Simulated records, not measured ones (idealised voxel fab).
process module | voxel wiring stack
Square cell edge 5 nm, section width 290 nm, ID cut.
This document writes a cross-section as a grid whose cells are square, and gives it as bands, listed from the top down; one or more rows of cells form a band. What a band's entry tells you: where the top is and where the bottom is, as heights in nm, and after that what lies inside, material by material from left to right, each with its width in nm. Empty space is written as the word "air", and a single material marked with the word "everywhere" occupies the band from edge to edge. Heights are measured from 0, the level below which the as-received wafer is all one material; the lowest band has no bottom and continues downward, written as in "0 and below". Width "30..40": first value at the band's top row of cells, second value at its bottom row, equal change from row to row. Where the words "remains unaltered" appear for a step, the cross-section shows no cell changed by that step; every cell remained as before. "Sealed voids" means: voids of 8 cells or more that are shut off from the top with no open way through. Written width x height at distance, distance from the left edge, in nm. Post-settings text on a step line: simulator's own remark regarding the step. overlay nm: mask offset rightward from planned place, masked step; negative means leftward offset.
These are the steps we planned for the process
1,RECEIVE (material Si)
2,CONFORMAL_DEP (material SiO2; thk nm 15)
3,CONFORMAL_DEP (material SiCN; thk nm 5)
4,DIRECTIONAL_DEP (material lowk; thk nm 20)
5,DIRECTIONAL_DEP (material aC; thk nm 10)
6,PATTERN (tone open; mask id METAL_1; material resist; width nm 30; pitch nm 45; thk nm 25; overlay nm 0)
7,DIRECTIONAL_ETCH (etch materials aC; depth nm 10)
8,STRIP (etch materials resist)
9,DIRECTIONAL_ETCH (etch materials lowk; depth nm 20)
10,DIRECTIONAL_ETCH (etch materials SiCN; depth nm 5)
11,STRIP (etch materials aC)
12,CONFORMAL_DEP (material TiN; thk nm 5)
13,FILL_DEP (material Cu; thk nm 10)
14,CMP (height nm 40)
15,CONFORMAL_DEP (material SiCN; thk nm 5)
16,DIRECTIONAL_DEP (material SiO2; thk nm 15)
17,PATTERN (tone open; mask id PLUG_1; material resist; width nm 15; pitch nm 45; thk nm 15; overlay nm 0)
18,DIRECTIONAL_ETCH (etch materials SiO2; depth nm 15)
19,DIRECTIONAL_ETCH (etch materials SiCN; depth nm 5)
20,STRIP (etch materials resist)
21,EPI (material Ru; thk nm 10)
22,EPI (material Ru; thk nm 10)
23,CONFORMAL_DEP (material SiCN; thk nm 5)
24,DIRECTIONAL_DEP (material lowk; thk nm 20)
25,MASKED_ETCH (tone open; mask id METAL_2; width nm 30; pitch nm 45; etch materials lowk; depth nm 20; overlay nm 0)
26,MASKED_ETCH (tone open; mask id METAL_2; width nm 30; pitch nm 45; etch materials SiCN; depth nm 5; overlay nm 0)
27,CONFORMAL_DEP (material TiN; thk nm 5)
28,FILL_DEP (material W; thk nm 10)
29,CMP (height nm 85)
30,CONFORMAL_DEP (material SiCN; thk nm 5)
31,DIRECTIONAL_DEP (material lowk; thk nm 25)
32,PATTERN (tone open; mask id METAL_3_HOLES; material resist; width nm 15; pitch nm 90; thk nm 15; overlay nm 0)
33,DIRECTIONAL_ETCH (etch materials lowk; depth nm 25)
34,STRIP (etch materials resist)
35,DIRECTIONAL_DEP (material aC; thk nm 15)
36,PATTERN (tone open; mask id METAL_3; material resist; width nm 30; pitch nm 45; thk nm 35; overlay nm 0)
37,DIRECTIONAL_ETCH (etch materials aC; depth nm 15)
38,STRIP (etch materials resist)
39,DIRECTIONAL_ETCH (etch materials lowk; depth nm 15)
40,DIRECTIONAL_ETCH (etch materials SiCN; depth nm 5)
41,STRIP (etch materials aC)
42,CONFORMAL_DEP (material TiN; thk nm 5)
43,FILL_DEP (material Cu; thk nm 5)
44,CMP (height nm 115)
45,CONFORMAL_DEP (material SiCN; thk nm 5)
First of two wafers - as planned
The cross-section here shows the wafer as received, i.e. in its state after step 1
    0 and below | Si everywhere
    Sealed voids: none
Wafer xsec, post step 2
    15 down to 0 | SiO2 everywhere
    Nothing below the height 0 has changed.
Wafer xsec, post step 3
    20 down to 15 | SiCN everywhere
    Nothing below the height 15 has changed.
Wafer xsec, post step 4
    40 down to 20 | lowk everywhere
    Nothing below the height 20 has changed.
Wafer xsec, post step 5
    50 down to 40 | aC everywhere
    Nothing below the height 40 has changed.
Wafer xsec, post step 6
    75 down to 50 | resist=60, air=30, resist=15, air=30, resist=15, air=30, resist=15, air=30, resist=65
    Nothing below the height 50 has changed.
Wafer xsec, post step 7
    65 down to 50 | resist=60, air=30, resist=15, air=30, resist=15, air=30, resist=15, air=30, resist=65
    50 down to 40 | aC=60, air=30, aC=15, air=30, aC=15, air=30, aC=15, air=30, aC=65
    Nothing below the height 40 has changed.
Wafer xsec, post step 8
    50 down to 40 | aC=60, air=30, aC=15, air=30, aC=15, air=30, aC=15, air=30, aC=65
    Nothing below the height 40 has changed.
Wafer xsec, post step 9
    50 down to 40 | aC=60, air=30, aC=15, air=30, aC=15, air=30, aC=15, air=30, aC=65
    40 down to 20 | lowk=60, air=30, lowk=15, air=30, lowk=15, air=30, lowk=15, air=30, lowk=65
    Nothing below the height 20 has changed.
Wafer xsec, post step 10
    50 down to 40 | aC=60, air=30, aC=15, air=30, aC=15, air=30, aC=15, air=30, aC=65
    40 down to 20 | lowk=60, air=30, lowk=15, air=30, lowk=15, air=30, lowk=15, air=30, lowk=65
    20 down to 15 | SiCN=60, air=30, SiCN=15, air=30, SiCN=15, air=30, SiCN=15, air=30, SiCN=65
    Nothing below the height 15 has changed.
Wafer xsec, post step 11
    40 down to 20 | lowk=60, air=30, lowk=15, air=30, lowk=15, air=30, lowk=15, air=30, lowk=65
    Nothing below the height 20 has changed.
Wafer xsec, post step 12
    45 down to 40 | TiN=65, air=20, TiN=25, air=20, TiN=25, air=20, TiN=25, air=20, TiN=70
    40 down to 20 | lowk=60, TiN=5, air=20, TiN=5, lowk=15, TiN=5, air=20, TiN=5, lowk=15, TiN=5, air=20, TiN=5, lowk=15, TiN=5, air=20, TiN=5, lowk=65
    20 down to 15 | SiCN=60, TiN=30, SiCN=15, TiN=30, SiCN=15, TiN=30, SiCN=15, TiN=30, SiCN=65
    Nothing below the height 15 has changed.
Wafer xsec, post step 13
    55 down to 45 | Cu everywhere
    45 down to 40 | TiN=65, Cu=20, TiN=25, Cu=20, TiN=25, Cu=20, TiN=25, Cu=20, TiN=70
    40 down to 20 | lowk=60, TiN=5, Cu=20, TiN=5, lowk=15, TiN=5, Cu=20, TiN=5, lowk=15, TiN=5, Cu=20, TiN=5, lowk=15, TiN=5, Cu=20, TiN=5, lowk=65
    Nothing below the height 20 has changed.
Wafer xsec, post step 14
    40 down to 20 | lowk=60, TiN=5, Cu=20, TiN=5, lowk=15, TiN=5, Cu=20, TiN=5, lowk=15, TiN=5, Cu=20, TiN=5, lowk=15, TiN=5, Cu=20, TiN=5, lowk=65
    Nothing below the height 20 has changed.
Wafer xsec, post step 15
    45 down to 40 | SiCN everywhere
    Nothing below the height 40 has changed.
Wafer xsec, post step 16
    60 down to 45 | SiO2 everywhere
    Nothing below the height 45 has changed.
Wafer xsec, post step 17
    75 down to 60 | resist=60, air=15, resist=30, air=15, resist=30, air=15, resist=30, air=15, resist=80
    Nothing below the height 60 has changed.
Wafer xsec, post step 18
    75 down to 60 | resist=60, air=15, resist=30, air=15, resist=30, air=15, resist=30, air=15, resist=80
    60 down to 45 | SiO2=60, air=15, SiO2=30, air=15, SiO2=30, air=15, SiO2=30, air=15, SiO2=80
    Nothing below the height 45 has changed.
Wafer xsec, post step 19
    75 down to 60 | resist=60, air=15, resist=30, air=15, resist=30, air=15, resist=30, air=15, resist=80
    60 down to 45 | SiO2=60, air=15, SiO2=30, air=15, SiO2=30, air=15, SiO2=30, air=15, SiO2=80
    45 down to 40 | SiCN=60, air=15, SiCN=30, air=15, SiCN=30, air=15, SiCN=30, air=15, SiCN=80
    Nothing below the height 40 has changed.
Wafer xsec, post step 20
    60 down to 45 | SiO2=60, air=15, SiO2=30, air=15, SiO2=30, air=15, SiO2=30, air=15, SiO2=80
    Nothing below the height 45 has changed.
Wafer xsec, post step 21
    60 down to 50 | SiO2=60, air=15, SiO2=30, air=15, SiO2=30, air=15, SiO2=30, air=15, SiO2=80
    50 down to 45 | SiO2=60, Ru=15, SiO2=30, Ru=15, SiO2=30, Ru=15, SiO2=30, Ru=15, SiO2=80
    45 down to 40 | SiCN=60, Ru=15, SiCN=30, Ru=15, SiCN=30, Ru=15, SiCN=30, Ru=15, SiCN=80
    Nothing below the height 40 has changed.
Wafer xsec, post step 22
    60 down to 45 | SiO2=60, Ru=15, SiO2=30, Ru=15, SiO2=30, Ru=15, SiO2=30, Ru=15, SiO2=80
    Nothing below the height 45 has changed.
Wafer xsec, post step 23
    65 down to 60 | SiCN everywhere
    Nothing below the height 60 has changed.
Wafer xsec, post step 24
    85 down to 65 | lowk everywhere
    Nothing below the height 65 has changed.
Wafer xsec, post step 25
    85 down to 65 | lowk=60, air=30, lowk=15, air=30, lowk=15, air=30, lowk=15, air=30, lowk=65
    Nothing below the height 65 has changed.
Wafer xsec, post step 26
    85 down to 65 | lowk=60, air=30, lowk=15, air=30, lowk=15, air=30, lowk=15, air=30, lowk=65
    65 down to 60 | SiCN=60, air=30, SiCN=15, air=30, SiCN=15, air=30, SiCN=15, air=30, SiCN=65
    Nothing below the height 60 has changed.
Wafer xsec, post step 27
    90 down to 85 | TiN=65, air=20, TiN=25, air=20, TiN=25, air=20, TiN=25, air=20, TiN=70
    85 down to 65 | lowk=60, TiN=5, air=20, TiN=5, lowk=15, TiN=5, air=20, TiN=5, lowk=15, TiN=5, air=20, TiN=5, lowk=15, TiN=5, air=20, TiN=5, lowk=65
    65 down to 60 | SiCN=60, TiN=30, SiCN=15, TiN=30, SiCN=15, TiN=30, SiCN=15, TiN=30, SiCN=65
    Nothing below the height 60 has changed.
Wafer xsec, post step 28
    100 down to 90 | W everywhere
    90 down to 85 | TiN=65, W=20, TiN=25, W=20, TiN=25, W=20, TiN=25, W=20, TiN=70
    85 down to 65 | lowk=60, TiN=5, W=20, TiN=5, lowk=15, TiN=5, W=20, TiN=5, lowk=15, TiN=5, W=20, TiN=5, lowk=15, TiN=5, W=20, TiN=5, lowk=65
    Nothing below the height 65 has changed.
Wafer xsec, post step 29
    85 down to 65 | lowk=60, TiN=5, W=20, TiN=5, lowk=15, TiN=5, W=20, TiN=5, lowk=15, TiN=5, W=20, TiN=5, lowk=15, TiN=5, W=20, TiN=5, lowk=65
    Nothing below the height 65 has changed.
Wafer xsec, post step 30
    90 down to 85 | SiCN everywhere
    Nothing below the height 85 has changed.
Wafer xsec, post step 31
    115 down to 90 | lowk everywhere
    Nothing below the height 90 has changed.
Wafer xsec, post step 32
    130 down to 115 | resist=60, air=15, resist=75, air=15, resist=125
    Nothing below the height 115 has changed.
Wafer xsec, post step 33
    130 down to 115 | resist=60, air=15, resist=75, air=15, resist=125
    115 down to 90 | lowk=60, air=15, lowk=75, air=15, lowk=125
    Nothing below the height 90 has changed.
Wafer xsec, post step 34
    115 down to 90 | lowk=60, air=15, lowk=75, air=15, lowk=125
    Nothing below the height 90 has changed.
Wafer xsec, post step 35
    130 down to 115 | aC=60, air=15, aC=75, air=15, aC=125
    115 down to 105 | lowk=60, air=15, lowk=75, air=15, lowk=125
    105 down to 90 | lowk=60, aC=15, lowk=75, aC=15, lowk=125
    Nothing below the height 90 has changed.
Wafer xsec, post step 36
    165 down to 130 | resist=60, air=30, resist=15, air=30, resist=15, air=30, resist=15, air=30, resist=65
    Nothing below the height 130 has changed.
Wafer xsec, post step 37
    150 down to 130 | resist=60, air=30, resist=15, air=30, resist=15, air=30, resist=15, air=30, resist=65
    130 down to 115 | aC=60, air=30, aC=15, air=30, aC=15, air=30, aC=15, air=30, aC=65
    115 down to 90 | lowk=60, air=15, lowk=75, air=15, lowk=125
    Nothing below the height 90 has changed.
Wafer xsec, post step 38
    130 down to 115 | aC=60, air=30, aC=15, air=30, aC=15, air=30, aC=15, air=30, aC=65
    Nothing below the height 115 has changed.
Wafer xsec, post step 39
    130 down to 115 | aC=60, air=30, aC=15, air=30, aC=15, air=30, aC=15, air=30, aC=65
    115 down to 100 | lowk=60, air=30, lowk=15, air=30, lowk=15, air=30, lowk=15, air=30, lowk=65
    Nothing below the height 100 has changed.
Wafer xsec, post step 40
    130 down to 115 | aC=60, air=30, aC=15, air=30, aC=15, air=30, aC=15, air=30, aC=65
    115 down to 100 | lowk=60, air=30, lowk=15, air=30, lowk=15, air=30, lowk=15, air=30, lowk=65
    100 down to 90 | lowk=60, air=15, lowk=75, air=15, lowk=125
    90 down to 85 | SiCN=60, air=15, SiCN=75, air=15, SiCN=125
    Nothing below the height 85 has changed.
Wafer xsec, post step 41
    115 down to 100 | lowk=60, air=30, lowk=15, air=30, lowk=15, air=30, lowk=15, air=30, lowk=65
    Nothing below the height 100 has changed.
Wafer xsec, post step 42
    120 down to 115 | TiN=65, air=20, TiN=25, air=20, TiN=25, air=20, TiN=25, air=20, TiN=70
    115 down to 105 | lowk=60, TiN=5, air=20, TiN=5, lowk=15, TiN=5, air=20, TiN=5, lowk=15, TiN=5, air=20, TiN=5, lowk=15, TiN=5, air=20, TiN=5, lowk=65
    105 down to 100 | lowk=60, TiN=5, air=5, TiN=20, lowk=15, TiN=30, lowk=15, TiN=5, air=5, TiN=20, lowk=15, TiN=30, lowk=65
    100 down to 90 | lowk=60, TiN=5, air=5, TiN=5, lowk=75, TiN=5, air=5, TiN=5, lowk=125
    90 down to 85 | SiCN=60, TiN=15, SiCN=75, TiN=15, SiCN=125
    Nothing below the height 85 has changed.
Wafer xsec, post step 43
    125 down to 120 | Cu everywhere
    120 down to 115 | TiN=65, Cu=20, TiN=25, Cu=20, TiN=25, Cu=20, TiN=25, Cu=20, TiN=70
    115 down to 105 | lowk=60, TiN=5, Cu=20, TiN=5, lowk=15, TiN=5, Cu=20, TiN=5, lowk=15, TiN=5, Cu=20, TiN=5, lowk=15, TiN=5, Cu=20, TiN=5, lowk=65
    105 down to 100 | lowk=60, TiN=5, Cu=5, TiN=20, lowk=15, TiN=30, lowk=15, TiN=5, Cu=5, TiN=20, lowk=15, TiN=30, lowk=65
    100 down to 90 | lowk=60, TiN=5, Cu=5, TiN=5, lowk=75, TiN=5, Cu=5, TiN=5, lowk=125
    Nothing below the height 90 has changed.
Wafer xsec, post step 44
    115 down to 105 | lowk=60, TiN=5, Cu=20, TiN=5, lowk=15, TiN=5, Cu=20, TiN=5, lowk=15, TiN=5, Cu=20, TiN=5, lowk=15, TiN=5, Cu=20, TiN=5, lowk=65
    Nothing below the height 105 has changed.
Wafer xsec, post step 45
    120 down to 115 | SiCN everywhere
    Nothing below the height 115 has changed.
Second Wafer (Identical Start and Plan, One Processing Error; Matches First Wafer Through Step 14)
Planned end of step 15: second wafer, cross-section
    55 down to 40 | SiO2 everywhere
    Nothing below the height 40 has changed.
Planned end of step 16: second wafer, cross-section
    60 down to 55 | SiCN everywhere
    Nothing below the height 55 has changed.
Planned end of step 17: second wafer, cross-section
    75 down to 60 | resist=60, air=15, resist=30, air=15, resist=30, air=15, resist=30, air=15, resist=80
    Nothing below the height 60 has changed.
Planned end of step 18: second wafer, cross-section: remains unaltered
Planned end of step 19: second wafer, cross-section
    75 down to 60 | resist=60, air=15, resist=30, air=15, resist=30, air=15, resist=30, air=15, resist=80
    60 down to 55 | SiCN=60, air=15, SiCN=30, air=15, SiCN=30, air=15, SiCN=30, air=15, SiCN=80
    Nothing below the height 55 has changed.
Planned end of step 20: second wafer, cross-section
    60 down to 55 | SiCN=60, air=15, SiCN=30, air=15, SiCN=30, air=15, SiCN=30, air=15, SiCN=80
    Nothing below the height 55 has changed.
Planned end of step 21: second wafer, cross-section: remains unaltered
Planned end of step 22: second wafer, cross-section: remains unaltered
Planned end of step 23: second wafer, cross-section
    65 down to 60 | SiCN=65, air=5, SiCN=40, air=5, SiCN=40, air=5, SiCN=40, air=5, SiCN=85
    60 down to 55 | SiCN everywhere
    Nothing below the height 55 has changed.
Planned end of step 24: second wafer, cross-section
    85 down to 80 | lowk=65, air=5, lowk=40, air=5, lowk=40, air=5, lowk=40, air=5, lowk=85
    80 down to 65 | lowk everywhere
    65 down to 60 | SiCN=65, lowk=5, SiCN=40, lowk=5, SiCN=40, lowk=5, SiCN=40, lowk=5, SiCN=85
    Nothing below the height 60 has changed.
Planned end of step 25: second wafer, cross-section
    85 down to 65 | lowk=60, air=30, lowk=15, air=30, lowk=15, air=30, lowk=15, air=30, lowk=65
    65 down to 60 | SiCN=65, air=5, SiCN=40, air=5, SiCN=40, air=5, SiCN=40, air=5, SiCN=85
    Nothing below the height 60 has changed.
Planned end of step 26: second wafer, cross-section
    85 down to 65 | lowk=60, air=30, lowk=15, air=30, lowk=15, air=30, lowk=15, air=30, lowk=65
    65 down to 55 | SiCN=60..65, air=30..5, SiCN=15..40, air=30..5, SiCN=15..40, air=30..5, SiCN=15..40, air=30..5, SiCN=65..85
    Nothing below the height 55 has changed.
Planned end of step 27: second wafer, cross-section
    90 down to 85 | TiN=65, air=20, TiN=25, air=20, TiN=25, air=20, TiN=25, air=20, TiN=70
    85 down to 65 | lowk=60, TiN=5, air=20, TiN=5, lowk=15, TiN=5, air=20, TiN=5, lowk=15, TiN=5, air=20, TiN=5, lowk=15, TiN=5, air=20, TiN=5, lowk=65
    65 down to 55 | SiCN=60..65, TiN=30..5, SiCN=15..40, TiN=30..5, SiCN=15..40, TiN=30..5, SiCN=15..40, TiN=30..5, SiCN=65..85
    Nothing below the height 55 has changed.
Planned end of step 28: second wafer, cross-section
    100 down to 90 | W everywhere
    90 down to 85 | TiN=65, W=20, TiN=25, W=20, TiN=25, W=20, TiN=25, W=20, TiN=70
    85 down to 65 | lowk=60, TiN=5, W=20, TiN=5, lowk=15, TiN=5, W=20, TiN=5, lowk=15, TiN=5, W=20, TiN=5, lowk=15, TiN=5, W=20, TiN=5, lowk=65
    Nothing below the height 65 has changed.
Planned end of step 29: second wafer, cross-section
    85 down to 65 | lowk=60, TiN=5, W=20, TiN=5, lowk=15, TiN=5, W=20, TiN=5, lowk=15, TiN=5, W=20, TiN=5, lowk=15, TiN=5, W=20, TiN=5, lowk=65
    Nothing below the height 65 has changed.
Planned end of step 30: second wafer, cross-section
    90 down to 85 | SiCN everywhere
    Nothing below the height 85 has changed.
Planned end of step 31: second wafer, cross-section
    115 down to 90 | lowk everywhere
    Nothing below the height 90 has changed.
Planned end of step 32: second wafer, cross-section
    130 down to 115 | resist=60, air=15, resist=75, air=15, resist=125
    Nothing below the height 115 has changed.
Planned end of step 33: second wafer, cross-section
    130 down to 115 | resist=60, air=15, resist=75, air=15, resist=125
    115 down to 90 | lowk=60, air=15, lowk=75, air=15, lowk=125
    Nothing below the height 90 has changed.
Planned end of step 34: second wafer, cross-section
    115 down to 90 | lowk=60, air=15, lowk=75, air=15, lowk=125
    Nothing below the height 90 has changed.
Planned end of step 35: second wafer, cross-section
    130 down to 115 | aC=60, air=15, aC=75, air=15, aC=125
    115 down to 105 | lowk=60, air=15, lowk=75, air=15, lowk=125
    105 down to 90 | lowk=60, aC=15, lowk=75, aC=15, lowk=125
    Nothing below the height 90 has changed.
Planned end of step 36: second wafer, cross-section
    165 down to 130 | resist=60, air=30, resist=15, air=30, resist=15, air=30, resist=15, air=30, resist=65
    Nothing below the height 130 has changed.
Planned end of step 37: second wafer, cross-section
    150 down to 130 | resist=60, air=30, resist=15, air=30, resist=15, air=30, resist=15, air=30, resist=65
    130 down to 115 | aC=60, air=30, aC=15, air=30, aC=15, air=30, aC=15, air=30, aC=65
    115 down to 90 | lowk=60, air=15, lowk=75, air=15, lowk=125
    Nothing below the height 90 has changed.
Planned end of step 38: second wafer, cross-section
    130 down to 115 | aC=60, air=30, aC=15, air=30, aC=15, air=30, aC=15, air=30, aC=65
    Nothing below the height 115 has changed.
Planned end of step 39: second wafer, cross-section
    130 down to 115 | aC=60, air=30, aC=15, air=30, aC=15, air=30, aC=15, air=30, aC=65
    115 down to 100 | lowk=60, air=30, lowk=15, air=30, lowk=15, air=30, lowk=15, air=30, lowk=65
    Nothing below the height 100 has changed.
Planned end of step 40: second wafer, cross-section
    130 down to 115 | aC=60, air=30, aC=15, air=30, aC=15, air=30, aC=15, air=30, aC=65
    115 down to 100 | lowk=60, air=30, lowk=15, air=30, lowk=15, air=30, lowk=15, air=30, lowk=65
    100 down to 90 | lowk=60, air=15, lowk=75, air=15, lowk=125
    90 down to 85 | SiCN=60, air=15, SiCN=75, air=15, SiCN=125
    Nothing below the height 85 has changed.
Planned end of step 41: second wafer, cross-section
    115 down to 100 | lowk=60, air=30, lowk=15, air=30, lowk=15, air=30, lowk=15, air=30, lowk=65
    Nothing below the height 100 has changed.
Planned end of step 42: second wafer, cross-section
    120 down to 115 | TiN=65, air=20, TiN=25, air=20, TiN=25, air=20, TiN=25, air=20, TiN=70
    115 down to 105 | lowk=60, TiN=5, air=20, TiN=5, lowk=15, TiN=5, air=20, TiN=5, lowk=15, TiN=5, air=20, TiN=5, lowk=15, TiN=5, air=20, TiN=5, lowk=65
    105 down to 100 | lowk=60, TiN=5, air=5, TiN=20, lowk=15, TiN=30, lowk=15, TiN=5, air=5, TiN=20, lowk=15, TiN=30, lowk=65
    100 down to 90 | lowk=60, TiN=5, air=5, TiN=5, lowk=75, TiN=5, air=5, TiN=5, lowk=125
    90 down to 85 | SiCN=60, TiN=15, SiCN=75, TiN=15, SiCN=125
    Nothing below the height 85 has changed.
Planned end of step 43: second wafer, cross-section
    125 down to 120 | Cu everywhere
    120 down to 115 | TiN=65, Cu=20, TiN=25, Cu=20, TiN=25, Cu=20, TiN=25, Cu=20, TiN=70
    115 down to 105 | lowk=60, TiN=5, Cu=20, TiN=5, lowk=15, TiN=5, Cu=20, TiN=5, lowk=15, TiN=5, Cu=20, TiN=5, lowk=15, TiN=5, Cu=20, TiN=5, lowk=65
    105 down to 100 | lowk=60, TiN=5, Cu=5, TiN=20, lowk=15, TiN=30, lowk=15, TiN=5, Cu=5, TiN=20, lowk=15, TiN=30, lowk=65
    100 down to 90 | lowk=60, TiN=5, Cu=5, TiN=5, lowk=75, TiN=5, Cu=5, TiN=5, lowk=125
    Nothing below the height 90 has changed.
Planned end of step 44: second wafer, cross-section
    115 down to 105 | lowk=60, TiN=5, Cu=20, TiN=5, lowk=15, TiN=5, Cu=20, TiN=5, lowk=15, TiN=5, Cu=20, TiN=5, lowk=15, TiN=5, Cu=20, TiN=5, lowk=65
    Nothing below the height 105 has changed.
Planned end of step 45: second wafer, cross-section
    120 down to 115 | SiCN everywhere
    Nothing below the height 115 has changed.
Which mistake was made when the wafer was run? the intended sequence of steps 15 and 16 was reversed during processing, with each occupying the position of the other
Final cells, second wafer relative to first, materials higher or lower: Ru: 48 fewer | SiCN: 8 more | SiO2: 36 more | TiN: 4 more
